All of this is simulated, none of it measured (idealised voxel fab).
Documented hereafter: the process module known as voxel ribs on slabs.
Xsec cut, 185 nm wide, square cell size 5 nm.
Square cells in a grid make up a cross-section in this document, and the grid is given as bands, listed from the top down, each one or more rows of cells.
Look at the band entry: it leads with the top's height and the bottom's height in nm. Then it lists the materials left to right, with a width in nm for each. The word "all across" on a single material says that material fills the band edge to edge. The word "empty" is empty space.
It should be noted that heights are counted from 0, beneath which the wafer as supplied is of one material throughout, and that the lowest band possesses no lower boundary but continues downward, as written in "0 nm and below".
You'd read "30..40" like this: the band's top row of cells is as wide as the first number, its bottom row is as wide as the second, and going down, every row changes width by the same amount as the row before did.
"no alteration" for a step: no cell of the cross-section changed in that step.
"Closed void register" contains a list of empty spaces, each no smaller than 8 cells and without an open way to the top, written in the form width x height at distance with the distance from the left edge and all three in nm.
If you see something after the settings on a step's line, that's the simulator's own remark about that step.
Each step line may optionally specify "overlay nm", which for a step with a mask gives the rightward distance between the mask's planned place and where it lay, a negative value indicating the leftward direction.
Below is the list of planned process steps:
- 1: RECEIVE: material Si
- 2: DIRECTIONAL_DEP: material SiO2, thk nm 25
- 3: DIRECTIONAL_DEP: material SiN, thk nm 15
- 4: PATTERN: tone cover, mask id RIB, material resist, width nm 30, thk nm 15, overlay nm 0
- 5: DIRECTIONAL_ETCH: etch materials SiN, depth nm 5
- 6: STRIP: etch materials resist
- 7: DIRECTIONAL_DEP: material aC, thk nm 10
- 8: PATTERN: tone cover, mask id SLAB, material resist, width nm 60, thk nm 25, overlay nm 0
- 9: DIRECTIONAL_ETCH: etch materials aC, depth nm 10
- 10: STRIP: etch materials resist
- 11: DIRECTIONAL_ETCH: etch materials SiN, depth nm 10
- 12: STRIP: etch materials aC
- 13: FILL_DEP: material SiO2, thk nm 25
- 14: CMP: height nm 60
- 15: DIRECTIONAL_DEP: material W, thk nm 5
- 16: PATTERN: tone cover, mask id HEATER, material resist, width nm 40, thk nm 15, overlay nm 0
- 17: DIRECTIONAL_ETCH: etch materials W, depth nm 5
- 18: STRIP: etch materials resist
- 19: CONFORMAL_DEP: material SiN, thk nm 10
The plan shows the thk nm of step 15 as the first wafer had it; this setting differs between the wafers, which start out alike.
Incoming state of the first of several wafers in cross-section: after step 1:
0 nm and below  Si all across
Closed void register: none
Module end state after final step 19: cross-section of the first of several wafers:
75 nm to 70 nm  empty: 60 / SiN: 60 / empty: 65
70 nm to 65 nm  SiN all across
65 nm to 60 nm  SiN: 70 / W: 40 / SiN: 75
60 nm to 40 nm  SiO2 all across
40 nm to 35 nm  SiO2: 75 / SiN: 30 / SiO2: 80
35 nm to 25 nm  SiO2: 60 / SiN: 60 / SiO2: 65
25 nm to 0 nm  SiO2 all across
0 nm and below  Si all across
Closed void register: none
Final wafer of several, shown in cross-section at the end of the module:
90 nm to 85 nm  empty: 60 / SiN: 60 / empty: 65
85 nm to 80 nm  SiN all across
80 nm to 75 nm  SiN: 70 / W: 40 / SiN: 75
75 nm to 60 nm  W all across
60 nm to 40 nm  SiO2 all across
40 nm to 35 nm  SiO2: 75 / SiN: 30 / SiO2: 80
35 nm to 25 nm  SiO2: 60 / SiN: 60 / SiO2: 65
25 nm to 0 nm  SiO2 all across
0 nm and below  Si all across
Closed void register: none
Wafer rows, end of module: cells per material gained (+) or lost (-) since receipt; closed voids last:
thk nm 5, +108 SiN, +414 SiO2, +8 W, Closed void register: none
thk nm 10, +108 SiN, +414 SiO2, +45 W, Closed void register: none
thk nm 15, +108 SiN, +414 SiO2, +82 W, Closed void register: none
thk nm 20, +108 SiN, +414 SiO2, +119 W, Closed void register: none
